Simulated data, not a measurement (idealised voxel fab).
The following is a process module called voxel double patterning.
Square cells of 5 nm make up the cross-section cut, whose width is 210 nm.
Just so we're on the same page, the cross-sections are grids of square cells, and they're listed out in bands top to bottom, each band one or more rows deep.
The band entry comprises the height of the band's top followed by the height of its bottom, expressed in nm, and subsequently the band's materials from left to right, each stated together with its width in nm. Where a single material is marked with the word "everywhere", that material fills the band from edge to edge. The word "air" represents empty space.
Convention: height 0 is the level below which the wafer, as received, is all one material. The lowest band does not terminate at the bottom but continues downward, represented as "top 0, no bottom".
Read "30..40" as a graded width: first number on top, second number at the bottom, same change between each pair of neighbouring rows.
When a step is marked "nothing changed", none of the cells in the cross-section changed during that step.
In "Enclosed void inventory" the enclosed voids are listed, meaning empty spaces of 8 cells or larger without any opening to the top. The form is width x height at distance, distance from the left edge, units nm.
after a step's settings: what the simulator itself notes on the step
overlay nm: where the mask lay relative to plan, measured to the right, on steps with a mask; negatives go left.
Layout of what follows: cross-section pairs, each bracketing one process step, the after cross-section shown only to the lowest band that changed, the step between and its settings noted under each pair. Pairs may originate in different runs of this module on the same starting wafer; a pair continues from the pair above only where its entry headed "Pre-step" says so.

## Pre-step
	top 35, bottom 25 = SiN 70, air 20, SiN 5, air 15, SiN 10, air 20, SiN 70
	top 25, bottom 5 = W everywhere
	top 5, bottom 0 = SiO2 everywhere
	top 0, no bottom = Si everywhere
	Enclosed void inventory: none

## Section, Post-Step
	top 35, bottom 25 = SiN 70, air 20, SiN 5, air 15, SiN 10, air 20, SiN 70
	top 25, bottom 5 = W 70, air 20, W 5, air 15, W 10, air 20, W 70
	Everything under 5 stays put, no change at all.
	Enclosed void inventory: none
Step lying between the two cross-sections just above: DIRECTIONAL_ETCH (etch materials W; depth nm 20)

Pre-step: taken from the pair above, after panel.

## Section, Post-Step
	top 25, bottom 5 = W 70, air 20, W 5, air 15, W 10, air 20, W 70
	Everything under 5 stays put, no change at all.
	Enclosed void inventory: none
Step lying between the two cross-sections just above: STRIP (etch materials SiN)

## Pre-step
	top 50, bottom 40 = aC 70, air 15, aC 35, air 15, aC 75
	top 40, bottom 35 = aC everywhere
	top 35, bottom 25 = SiN 70, aC 15, SiN 35, aC 15, SiN 75
	top 25, bottom 5 = W everywhere
	top 5, bottom 0 = SiO2 everywhere
	top 0, no bottom = Si everywhere
	Enclosed void inventory: none

## Section, Post-Step
	top 85, bottom 50 = resist 105, air 15, resist 90
	top 50, bottom 40 = aC 70, resist 15, aC 35, resist 15, aC 75
	Everything under 40 stays put, no change at all.
	Enclosed void inventory: none
Step lying between the two cross-sections just above: PATTERN (tone open; mask id SECOND; material resist; width nm 15; thk nm 35; overlay nm 10)

Pre-step: taken from the pair above, after panel.

## Section, Post-Step
	top 70, bottom 50 = resist 105, air 15, resist 90
	top 50, bottom 40 = aC 70, resist 15, aC 20, air 15, resist 15, aC 75
	top 40, bottom 35 = aC 105, air 15, aC 90
	Everything under 35 stays put, no change at all.
	Enclosed void inventory: none
Step lying between the two cross-sections just above: DIRECTIONAL_ETCH (etch materials aC; depth nm 15)

Pre-step: taken from the pair above, after panel.

## Section, Post-Step
	top 50, bottom 40 = aC 70, air 15, aC 20, air 30, aC 75
	Everything under 40 stays put, no change at all.
	Enclosed void inventory: none
Step lying between the two cross-sections just above: STRIP (etch materials resist)

Pre-step: taken from the pair above, after panel.

## Section, Post-Step
	top 50, bottom 40 = aC 70, air 15, aC 20, air 30, aC 75
	top 40, bottom 35 = aC 105, air 15, aC 90
	top 35, bottom 25 = SiN 70, aC 15, SiN 20, air 15, aC 15, SiN 75
	Everything under 25 stays put, no change at all.
	Enclosed void inventory: none
Step lying between the two cross-sections just above: DIRECTIONAL_ETCH (etch materials SiN; depth nm 10)

Pre-step: taken from the pair above, after panel.

## Section, Post-Step
	top 35, bottom 25 = SiN 70, air 15, SiN 20, air 30, SiN 75
	Everything under 25 stays put, no change at all.
	Enclosed void inventory: none
Step lying between the two cross-sections just above: STRIP (etch materials aC)

Pre-step: taken from the pair above, after panel.

## Section, Post-Step
	top 35, bottom 25 = SiN 70, air 15, SiN 20, air 30, SiN 75
	top 25, bottom 5 = W 70, air 15, W 20, air 30, W 75
	Everything under 5 stays put, no change at all.
	Enclosed void inventory: none
Step lying between the two cross-sections just above: DIRECTIONAL_ETCH (etch materials W; depth nm 20)

Pre-step: taken from the pair above, after panel.

## Section, Post-Step
	top 25, bottom 5 = W 70, air 15, W 20, air 30, W 75
	Everything under 5 stays put, no change at all.
	Enclosed void inventory: none
Step lying between the two cross-sections just above: STRIP (etch materials SiN)

## Pre-step
	top 70, bottom 50 = resist 95, air 15, resist 100
	top 50, bottom 40 = aC 70, resist 15, aC 10, air 15, aC 10, resist 15, aC 75
	top 40, bottom 35 = aC 95, air 15, aC 100
	top 35, bottom 25 = SiN 70, aC 15, SiN 35, aC 15, SiN 75
	top 25, bottom 5 = W everywhere
	top 5, bottom 0 = SiO2 everywhere
	top 0, no bottom = Si everywhere
	Enclosed void inventory: none

## Section, Post-Step
	top 70, bottom 50 = resist 95, air 15, resist 100
	top 50, bottom 40 = aC 70, resist 15, aC 10, air 15, aC 10, resist 15, aC 75
	top 40, bottom 35 = aC 95, air 15, aC 100
	top 35, bottom 25 = SiN 70, aC 15, air 35, aC 15, SiN 75
	Everything under 25 stays put, no change at all.
	Enclosed void inventory: none
Step lying between the two cross-sections just above: STRIP (etch materials SiN)

Pre-step: taken from the pair above, after panel.

## Section, Post-Step
	top 35, bottom 25 = SiN 70, air 65, SiN 75
	Everything under 25 stays put, no change at all.
	Enclosed void inventory: none
Step lying between the two cross-sections just above: STRIP (etch materials aC)

Pre-step: taken from the pair above, after panel.

## Section, Post-Step
	top 35, bottom 25 = SiN 70, air 65, SiN 75
	top 25, bottom 5 = W 70, air 65, W 75
	Everything under 5 stays put, no change at all.
	Enclosed void inventory: none
Step lying between the two cross-sections just above: DIRECTIONAL_ETCH (etch materials W; depth nm 20)

Pre-step: taken from the pair above, after panel.

## Section, Post-Step
	top 25, bottom 5 = W 70, air 65, W 75
	Everything under 5 stays put, no change at all.
	Enclosed void inventory: none
Step lying between the two cross-sections just above: STRIP (etch materials SiN)

## Pre-step
	top 45, bottom 35 = aC everywhere
	top 35, bottom 25 = SiN everywhere
	top 25, bottom 5 = W everywhere
	top 5, bottom 0 = SiO2 everywhere
	top 0, no bottom = Si everywhere
	Enclosed void inventory: none

## Section, Post-Step
	top 75, bottom 45 = air 70, resist 15, air 35, resist 15, air 75
	Everything under 45 stays put, no change at all.
	Enclosed void inventory: none
Step lying between the two cross-sections just above: PATTERN (tone cover; mask id FIRST; material resist; width nm 15; pitch nm 50; thk nm 30; overlay nm 0)

Pre-step: taken from the pair above, after panel.

## Section, Post-Step
	top 65, bottom 45 = air 70, resist 15, air 35, resist 15, air 75
	top 45, bottom 35 = air 70, aC 15, air 35, aC 15, air 75
	Everything under 35 stays put, no change at all.
	Enclosed void inventory: none
Step lying between the two cross-sections just above: DIRECTIONAL_ETCH (etch materials aC; depth nm 10)

Pre-step: taken from the pair above, after panel.

## Section, Post-Step
	top 45, bottom 35 = air 70, aC 15, air 35, aC 15, air 75
	Everything under 35 stays put, no change at all.
	Enclosed void inventory: none
Step lying between the two cross-sections just above: STRIP (etch materials resist)

Pre-step: taken from the pair above, after panel.

## Section, Post-Step
	top 45, bottom 35 = air 70, aC 15, air 35, aC 15, air 75
	top 35, bottom 25 = air 70, SiN 15, air 35, SiN 15, air 75
	Everything under 25 stays put, no change at all.
	Enclosed void inventory: none
Step lying between the two cross-sections just above: DIRECTIONAL_ETCH (etch materials SiN; depth nm 10)

Pre-step: taken from the pair above, after panel.

## Section, Post-Step
	top 35, bottom 25 = air 70, SiN 15, air 35, SiN 15, air 75
	Everything under 25 stays put, no change at all.
	Enclosed void inventory: none
Step lying between the two cross-sections just above: STRIP (etch materials aC)

Pre-step: taken from the pair above, after panel.

## Section, Post-Step
	top 50, bottom 40 = air 70, aC 15, air 35, aC 15, air 75
	top 40, bottom 35 = aC everywhere
	top 35, bottom 25 = aC 70, SiN 15, aC 35, SiN 15, aC 75
	Everything under 25 stays put, no change at all.
	Enclosed void inventory: none
Step lying between the two cross-sections just above: DIRECTIONAL_DEP (material aC; thk nm 15)

Pre-step: taken from the pair above, after panel.

## Section, Post-Step
	top 85, bottom 50 = resist 95, air 15, resist 100
	top 50, bottom 40 = resist 70, aC 15, resist 10, air 15, resist 10, aC 15, resist 75
	Everything under 40 stays put, no change at all.
	Enclosed void inventory: none
Step lying between the two cross-sections just above: PATTERN (tone open; mask id SECOND; material resist; width nm 15; thk nm 35; overlay nm 0)

Pre-step: taken from the pair above, after panel.

## Section, Post-Step
	top 70, bottom 50 = resist 95, air 15, resist 100
	top 50, bottom 40 = resist 70, aC 15, resist 10, air 15, resist 10, aC 15, resist 75
	top 40, bottom 35 = aC 95, air 15, aC 100
	top 35, bottom 25 = aC 70, SiN 15, aC 10, air 15, aC 10, SiN 15, aC 75
	Everything under 25 stays put, no change at all.
	Enclosed void inventory: none
Step lying between the two cross-sections just above: DIRECTIONAL_ETCH (etch materials aC; depth nm 15)

Pre-step: taken from the pair above, after panel.

## Section, Post-Step
	top 50, bottom 40 = air 70, aC 15, air 35, aC 15, air 75
	Everything under 40 stays put, no change at all.
	Enclosed void inventory: none
Step lying between the two cross-sections just above: STRIP (etch materials resist)

Pre-step: taken from the pair above, after panel.

## Section, Post-Step
	top 35, bottom 25 = air 70, SiN 15, air 35, SiN 15, air 75
	Everything under 25 stays put, no change at all.
	Enclosed void inventory: none
Step lying between the two cross-sections just above: STRIP (etch materials aC)

Pre-step: taken from the pair above, after panel.

## Section, Post-Step
	top 35, bottom 25 = air 70, SiN 15, air 35, SiN 15, air 75
	top 25, bottom 5 = air 70, W 15, air 35, W 15, air 75
	Everything under 5 stays put, no change at all.
	Enclosed void inventory: none
Step lying between the two cross-sections just above: DIRECTIONAL_ETCH (etch materials W; depth nm 20)

Pre-step: taken from the pair above, after panel.

## Section, Post-Step
	top 25, bottom 5 = air 70, W 15, air 35, W 15, air 75
	Everything under 5 stays put, no change at all.
	Enclosed void inventory: none
Step lying between the two cross-sections just above: STRIP (etch materials SiN)
